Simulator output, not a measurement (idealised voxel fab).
The name of this process module is voxel wiring stack.
Displayed cross-section: cut, width of 260 nm, square cells sized 5 nm.
A cross-section in this document is a grid of square cells, and it is written down as bands, the top band listed before the ones below it; a band is made up of one or more rows of cells. This entry defines a band. It first specifies the height of the band's top and the height of its bottom in nm, and then specifies the band's materials from left to right, stating each material with its width in nm. The word "throughout" identifies a single material that fills the band from edge to edge, while the word "air" identifies empty space. Where do heights start? At 0: under that level the wafer as delivered is made of one material only. And the lowest band has no floor; it just carries on downward, as in "0 -> down". Note: "30->40" means the width goes from the first number (top row of the band) to the second number (bottom row) in equal steps per row of cells. Take "same as before" at face value: in the step it is given for, the cross-section changed in none of its cells. "Enclosed cavities" enumerates empty spaces isolated from the top, with no open way to it, that contain at least 8 cells, giving each as width x height at distance from the left edge, all three in nm. If you see something after the settings on a step's line, that's the simulator's own remark about that step. overlay nm: mask offset rightward from planned place, masked step; negative means leftward offset.

plan:
step 1: RECEIVE, material Si
step 2: CONFORMAL_DEP, material SiO2, thk nm 10
step 3: DIRECTIONAL_DEP, material TiN, thk nm 5
step 4: DIRECTIONAL_DEP, material Ru, thk nm 25
step 5: DIRECTIONAL_DEP, material aC, thk nm 10
step 6: PATTERN, tone cover, mask id METAL_1, material resist, width nm 20, pitch nm 50, thk nm 25, overlay nm 0
step 7: DIRECTIONAL_ETCH, etch materials aC, depth nm 10
step 8: STRIP, etch materials resist
step 9: DIRECTIONAL_ETCH, etch materials Ru, depth nm 25
step 10: DIRECTIONAL_ETCH, etch materials TiN, depth nm 5
step 11: STRIP, etch materials aC
step 12: CONFORMAL_DEP, material SiN, thk nm 5
step 13: FILL_DEP, material lowk, thk nm 10
step 14: CMP, height nm 40
step 15: CONFORMAL_DEP, material SiCN, thk nm 5
step 16: DIRECTIONAL_DEP, material lowk, thk nm 25
step 17: MASKED_ETCH, tone open, mask id METAL_2_HOLES, width nm 15, pitch nm 50, etch materials lowk, depth nm 25, overlay nm 0
step 18: PATTERN, tone open, mask id METAL_2, material resist, width nm 20, pitch nm 50, thk nm 20, overlay nm 0
step 19: DIRECTIONAL_ETCH, etch materials lowk, depth nm 15
step 20: DIRECTIONAL_ETCH, etch materials SiCN, depth nm 5
step 21: STRIP, etch materials resist
step 22: CONFORMAL_DEP, material TiN, thk nm 5
step 23: FILL_DEP, material Ru, thk nm 5
step 24: CMP, height nm 70
step 25: CONFORMAL_DEP, material SiCN, thk nm 5
step 26: DIRECTIONAL_DEP, material lowk, thk nm 35
step 27: PATTERN, tone open, mask id METAL_3, material resist, width nm 20, pitch nm 50, thk nm 20, overlay nm 0
step 28: DIRECTIONAL_ETCH, etch materials lowk, depth nm 20
step 29: STRIP, etch materials resist
step 30: MASKED_ETCH, tone open, mask id METAL_3_HOLES, width nm 15, pitch nm 50, etch materials lowk, depth nm 15, overlay nm 0
step 31: MASKED_ETCH, tone open, mask id METAL_3_HOLES, width nm 15, pitch nm 50, etch materials SiCN, depth nm 5, overlay nm 0
step 32: CONFORMAL_DEP, material TiN, thk nm 5
step 33: FILL_DEP, material Cu, thk nm 5
step 34: CMP, height nm 110
step 35: CONFORMAL_DEP, material SiCN, thk nm 5

Incoming wafer in cross-section (state: after step 1):
    0 -> down = Si throughout
    Enclosed cavities: none

Wafer cross-section at end of module: start and plan as shown above, one execution error:
    115 -> 110 = SiCN throughout
    110 -> 95 = 45 nm lowk, then 5 nm TiN, then 10 nm Cu, then 5 nm TiN, then 30 nm lowk, then 5 nm TiN, then 10 nm Cu, then 5 nm TiN, then 30 nm lowk, then 5 nm TiN, then 10 nm Cu, then 5 nm TiN, then 30 nm lowk, then 5 nm TiN, then 10 nm Cu, then 5 nm TiN, then 45 nm lowk
    95 -> 90 = 45 nm lowk, then 5 nm TiN, then 5 nm Cu, then 10 nm TiN, then 30 nm lowk, then 5 nm TiN, then 5 nm Cu, then 10 nm TiN, then 30 nm lowk, then 5 nm TiN, then 5 nm Cu, then 10 nm TiN, then 30 nm lowk, then 5 nm TiN, then 5 nm Cu, then 10 nm TiN, then 45 nm lowk
    90 -> 75 = 45 nm lowk, then 5 nm TiN, then 5 nm Cu, then 5 nm TiN, then 35 nm lowk, then 5 nm TiN, then 5 nm Cu, then 5 nm TiN, then 35 nm lowk, then 5 nm TiN, then 5 nm Cu, then 5 nm TiN, then 35 nm lowk, then 5 nm TiN, then 5 nm Cu, then 5 nm TiN, then 50 nm lowk
    75 -> 70 = 45 nm SiCN, then 15 nm TiN, then 35 nm SiCN, then 15 nm TiN, then 35 nm SiCN, then 15 nm TiN, then 35 nm SiCN, then 15 nm TiN, then 50 nm SiCN
    70 -> 60 = 45 nm lowk, then 5 nm TiN, then 10 nm Ru, then 5 nm TiN, then 30 nm lowk, then 5 nm TiN, then 10 nm Ru, then 5 nm TiN, then 30 nm lowk, then 5 nm TiN, then 10 nm Ru, then 5 nm TiN, then 30 nm lowk, then 5 nm TiN, then 10 nm Ru, then 5 nm TiN, then 45 nm lowk
    60 -> 55 = 45 nm lowk, then 5 nm TiN, then 5 nm Ru, then 10 nm TiN, then 30 nm lowk, then 5 nm TiN, then 5 nm Ru, then 10 nm TiN, then 30 nm lowk, then 5 nm TiN, then 5 nm Ru, then 10 nm TiN, then 30 nm lowk, then 5 nm TiN, then 5 nm Ru, then 10 nm TiN, then 45 nm lowk
    55 -> 45 = 45 nm lowk, then 5 nm TiN, then 5 nm Ru, then 5 nm TiN, then 35 nm lowk, then 5 nm TiN, then 5 nm Ru, then 5 nm TiN, then 35 nm lowk, then 5 nm TiN, then 5 nm Ru, then 5 nm TiN, then 35 nm lowk, then 5 nm TiN, then 5 nm Ru, then 5 nm TiN, then 50 nm lowk
    45 -> 40 = 45 nm SiCN, then 15 nm TiN, then 35 nm SiCN, then 15 nm TiN, then 35 nm SiCN, then 15 nm TiN, then 35 nm SiCN, then 15 nm TiN, then 50 nm SiCN
    40 -> 20 = 40 nm lowk, then 5 nm SiN, then 20 nm Ru, then 5 nm SiN, then 20 nm lowk, then 5 nm SiN, then 20 nm Ru, then 5 nm SiN, then 20 nm lowk, then 5 nm SiN, then 20 nm Ru, then 5 nm SiN, then 20 nm lowk, then 5 nm SiN, then 20 nm Ru, then 5 nm SiN, then 40 nm lowk
    20 -> 15 = 45 nm SiN, then 20 nm TiN, then 30 nm SiN, then 20 nm TiN, then 30 nm SiN, then 20 nm TiN, then 30 nm SiN, then 20 nm TiN, then 45 nm SiN
    15 -> 0 = SiO2 throughout
    0 -> down = Si throughout
    Enclosed cavities: none
Diagnosis: step 2 changed vs plan, executed as CONFORMAL_DEP, material SiO2, thk nm 15
